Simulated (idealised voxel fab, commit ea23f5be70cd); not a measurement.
Presented below is a process module, voxel wiring stack.
Each square cell in cross-section cut measures 5 nm, and the section as a whole is 260 nm wide.
In this document a cross-section is written as a grid of square cells. It is given as a series of bands, listed from the top down, and a band is one or more rows of cells.
Band: top height; bottom height; in nm. Then, left to right: material with width in nm, for each material. "all across": a single material spanning edge to edge. "empty": empty space.
The reference from which all heights are counted is 0, the level beneath which the as-received wafer is entirely one material; the lowest band, having no lower bound, proceeds downward and is written after the example "z 0 and below".
Note: "30..40" means the width goes from the first number (top row of the band) to the second number (bottom row) in equal steps per row of cells.
"left unchanged", as given for a step, is the statement that not any cell of the cross-section underwent a change during that step.
Any empty space of 8 cells or more lacking an open way to the top shows up in "Closed internal cavities" as width x height at distance, distance from the left edge, in nm.
What comes after the settings on a step's line is commentary from the simulator itself on that step.
overlay nm: where the mask lay relative to plan, measured to the right, on steps with a mask; negatives go left.

Here's what the planned process steps look like:
- 1: RECEIVE with material Si
- 2: CONFORMAL_DEP with material SiO2, thk nm 10
- 3: DIRECTIONAL_DEP with material TiN, thk nm 5
- 4: DIRECTIONAL_DEP with material Ru, thk nm 25
- 5: DIRECTIONAL_DEP with material aC, thk nm 10
- 6: PATTERN with tone cover, mask id METAL_1, material resist, width nm 20, pitch nm 50, thk nm 25, overlay nm 0
- 7: DIRECTIONAL_ETCH with etch materials aC, depth nm 10
- 8: STRIP with etch materials resist
- 9: DIRECTIONAL_ETCH with etch materials Ru, depth nm 25
- 10: DIRECTIONAL_ETCH with etch materials TiN, depth nm 5
- 11: STRIP with etch materials aC
- 12: CONFORMAL_DEP with material SiN, thk nm 5
- 13: FILL_DEP with material lowk, thk nm 10
- 14: CMP with height nm 40
- 15: CONFORMAL_DEP with material SiCN, thk nm 5
- 16: DIRECTIONAL_DEP with material lowk, thk nm 25
- 17: MASKED_ETCH with tone open, mask id METAL_2_HOLES, width nm 15, pitch nm 50, etch materials lowk, depth nm 25, overlay nm 0
- 18: PATTERN with tone open, mask id METAL_2, material resist, width nm 20, pitch nm 50, thk nm 20, overlay nm 0
- 19: DIRECTIONAL_ETCH with etch materials lowk, depth nm 15
- 20: DIRECTIONAL_ETCH with etch materials SiCN, depth nm 5
- 21: STRIP with etch materials resist
- 22: CONFORMAL_DEP with material TiN, thk nm 5
- 23: FILL_DEP with material Ru, thk nm 5
- 24: CMP with height nm 70
- 25: CONFORMAL_DEP with material SiCN, thk nm 5
- 26: DIRECTIONAL_DEP with material lowk, thk nm 35
- 27: PATTERN with tone open, mask id METAL_3, material resist, width nm 20, pitch nm 50, thk nm 20, overlay nm -15
- 28: DIRECTIONAL_ETCH with etch materials lowk, depth nm 20
- 29: STRIP with etch materials resist
- 30: MASKED_ETCH with tone open, mask id METAL_3_HOLES, width nm 15, pitch nm 50, etch materials lowk, depth nm 15, overlay nm 0
- 31: MASKED_ETCH with tone open, mask id METAL_3_HOLES, width nm 15, pitch nm 50, etch materials SiCN, depth nm 5, overlay nm 0
- 32: CONFORMAL_DEP with material TiN, thk nm 5
- 33: FILL_DEP with material Cu, thk nm 5
- 34: CMP with height nm 110
- 35: CONFORMAL_DEP with material SiCN, thk nm 5
It is noted that the wafers described herein are identical at the outset and are distinguished by the overlay nm of step 27; the value stated in the plan corresponds to the first wafer.

The as-received cross-section of the first of several wafers corresponds to the state after step 1:
* z 0 and below: Si all across
* Closed internal cavities: none

First of several wafers: cross-section at the end of the module, after step 35, its last step:
* z 115 to 110: SiCN all across
* z 110 to 100: lowk: 30 | TiN: 5 | Cu: 20 | TiN: 5 | lowk: 20 | TiN: 5 | Cu: 20 | TiN: 5 | lowk: 20 | TiN: 5 | Cu: 20 | TiN: 5 | lowk: 20 | TiN: 5 | Cu: 20 | TiN: 5 | lowk: 50
* z 100 to 95: lowk: 30 | TiN: 5 | Cu: 10 | TiN: 15 | lowk: 20 | TiN: 5 | Cu: 10 | TiN: 15 | lowk: 20 | TiN: 5 | Cu: 10 | TiN: 15 | lowk: 20 | TiN: 5 | Cu: 10 | TiN: 15 | lowk: 50
* z 95 to 90: lowk: 30 | TiN: 20 | lowk: 30 | TiN: 20 | lowk: 30 | TiN: 20 | lowk: 30 | TiN: 20 | lowk: 60
* z 90 to 75: lowk: 45 | TiN: 5 | lowk: 45 | TiN: 5 | lowk: 45 | TiN: 5 | lowk: 45 | TiN: 5 | lowk: 60
* z 75 to 70: SiCN: 45 | TiN: 5 | SiCN: 45 | TiN: 5 | SiCN: 45 | TiN: 5 | SiCN: 45 | TiN: 5 | SiCN: 60
* z 70 to 60: lowk: 45 | TiN: 5 | Ru: 10 | TiN: 5 | lowk: 30 | TiN: 5 | Ru: 10 | TiN: 5 | lowk: 30 | TiN: 5 | Ru: 10 | TiN: 5 | lowk: 30 | TiN: 5 | Ru: 10 | TiN: 5 | lowk: 45
* z 60 to 55: lowk: 45 | TiN: 5 | Ru: 5 | TiN: 10 | lowk: 30 | TiN: 5 | Ru: 5 | TiN: 10 | lowk: 30 | TiN: 5 | Ru: 5 | TiN: 10 | lowk: 30 | TiN: 5 | Ru: 5 | TiN: 10 | lowk: 45
* z 55 to 45: lowk: 45 | TiN: 5 | Ru: 5 | TiN: 5 | lowk: 35 | TiN: 5 | Ru: 5 | TiN: 5 | lowk: 35 | TiN: 5 | Ru: 5 | TiN: 5 | lowk: 35 | TiN: 5 | Ru: 5 | TiN: 5 | lowk: 50
* z 45 to 40: SiCN: 45 | TiN: 15 | SiCN: 35 | TiN: 15 | SiCN: 35 | TiN: 15 | SiCN: 35 | TiN: 15 | SiCN: 50
* z 40 to 15: lowk: 40 | SiN: 5 | Ru: 20 | SiN: 5 | lowk: 20 | SiN: 5 | Ru: 20 | SiN: 5 | lowk: 20 | SiN: 5 | Ru: 20 | SiN: 5 | lowk: 20 | SiN: 5 | Ru: 20 | SiN: 5 | lowk: 40
* z 15 to 10: SiN: 45 | TiN: 20 | SiN: 30 | TiN: 20 | SiN: 30 | TiN: 20 | SiN: 30 | TiN: 20 | SiN: 45
* z 10 to 0: SiO2 all across
* z 0 and below: Si all across
* Closed internal cavities: none

Sectional view of the last wafer upon completion of the module:
* z 115 to 110: SiCN all across
* z 110 to 100: lowk: 45 | TiN: 5 | Cu: 25 | TiN: 5 | lowk: 15 | TiN: 5 | Cu: 25 | TiN: 5 | lowk: 15 | TiN: 5 | Cu: 25 | TiN: 5 | lowk: 15 | TiN: 5 | Cu: 25 | TiN: 5 | lowk: 30
* z 100 to 95: lowk: 45 | TiN: 20 | Cu: 10 | TiN: 5 | lowk: 15 | TiN: 20 | Cu: 10 | TiN: 5 | lowk: 15 | TiN: 20 | Cu: 10 | TiN: 5 | lowk: 15 | TiN: 20 | Cu: 10 | TiN: 5 | lowk: 30
* z 95 to 90: lowk: 60 | TiN: 20 | lowk: 30 | TiN: 20 | lowk: 30 | TiN: 20 | lowk: 30 | TiN: 20 | lowk: 30
* z 90 to 75: lowk all across
* z 75 to 70: SiCN all across
* z 70 to 60: lowk: 45 | TiN: 5 | Ru: 10 | TiN: 5 | lowk: 30 | TiN: 5 | Ru: 10 | TiN: 5 | lowk: 30 | TiN: 5 | Ru: 10 | TiN: 5 | lowk: 30 | TiN: 5 | Ru: 10 | TiN: 5 | lowk: 45
* z 60 to 55: lowk: 45 | TiN: 5 | Ru: 5 | TiN: 10 | lowk: 30 | TiN: 5 | Ru: 5 | TiN: 10 | lowk: 30 | TiN: 5 | Ru: 5 | TiN: 10 | lowk: 30 | TiN: 5 | Ru: 5 | TiN: 10 | lowk: 45
* z 55 to 45: lowk: 45 | TiN: 5 | Ru: 5 | TiN: 5 | lowk: 35 | TiN: 5 | Ru: 5 | TiN: 5 | lowk: 35 | TiN: 5 | Ru: 5 | TiN: 5 | lowk: 35 | TiN: 5 | Ru: 5 | TiN: 5 | lowk: 50
* z 45 to 40: SiCN: 45 | TiN: 15 | SiCN: 35 | TiN: 15 | SiCN: 35 | TiN: 15 | SiCN: 35 | TiN: 15 | SiCN: 50
* z 40 to 15: lowk: 40 | SiN: 5 | Ru: 20 | SiN: 5 | lowk: 20 | SiN: 5 | Ru: 20 | SiN: 5 | lowk: 20 | SiN: 5 | Ru: 20 | SiN: 5 | lowk: 20 | SiN: 5 | Ru: 20 | SiN: 5 | lowk: 40
* z 15 to 10: SiN: 45 | TiN: 20 | SiN: 30 | TiN: 20 | SiN: 30 | TiN: 20 | SiN: 30 | TiN: 20 | SiN: 45
* z 10 to 0: SiO2 all across
* z 0 and below: Si all across
* Closed internal cavities: none

each wafer at the end: cells of each material gained (+) or lost (-) since it was received, then its closed voids:
overlay nm -15 | +40 Cu | +108 Ru | +140 SiCN | +76 SiN | +104 SiO2 | +136 TiN | +592 lowk | Closed internal cavities: none
overlay nm -10 | +32 Cu | +108 Ru | +136 SiCN | +76 SiN | +104 SiO2 | +148 TiN | +592 lowk | Closed internal cavities: none
overlay nm -5 | +40 Cu | +108 Ru | +132 SiCN | +76 SiN | +104 SiO2 | +144 TiN | +592 lowk | Closed internal cavities: none
overlay nm 0 | +40 Cu | +108 Ru | +132 SiCN | +76 SiN | +104 SiO2 | +144 TiN | +592 lowk | Closed internal cavities: none
overlay nm 5 | +32 Cu | +108 Ru | +136 SiCN | +76 SiN | +104 SiO2 | +148 TiN | +592 lowk | Closed internal cavities: none
overlay nm 10 | +40 Cu | +108 Ru | +140 SiCN | +76 SiN | +104 SiO2 | +136 TiN | +592 lowk | Closed internal cavities: none
overlay nm 15 | +48 Cu | +108 Ru | +144 SiCN | +76 SiN | +104 SiO2 | +124 TiN | +592 lowk | Closed internal cavities: none
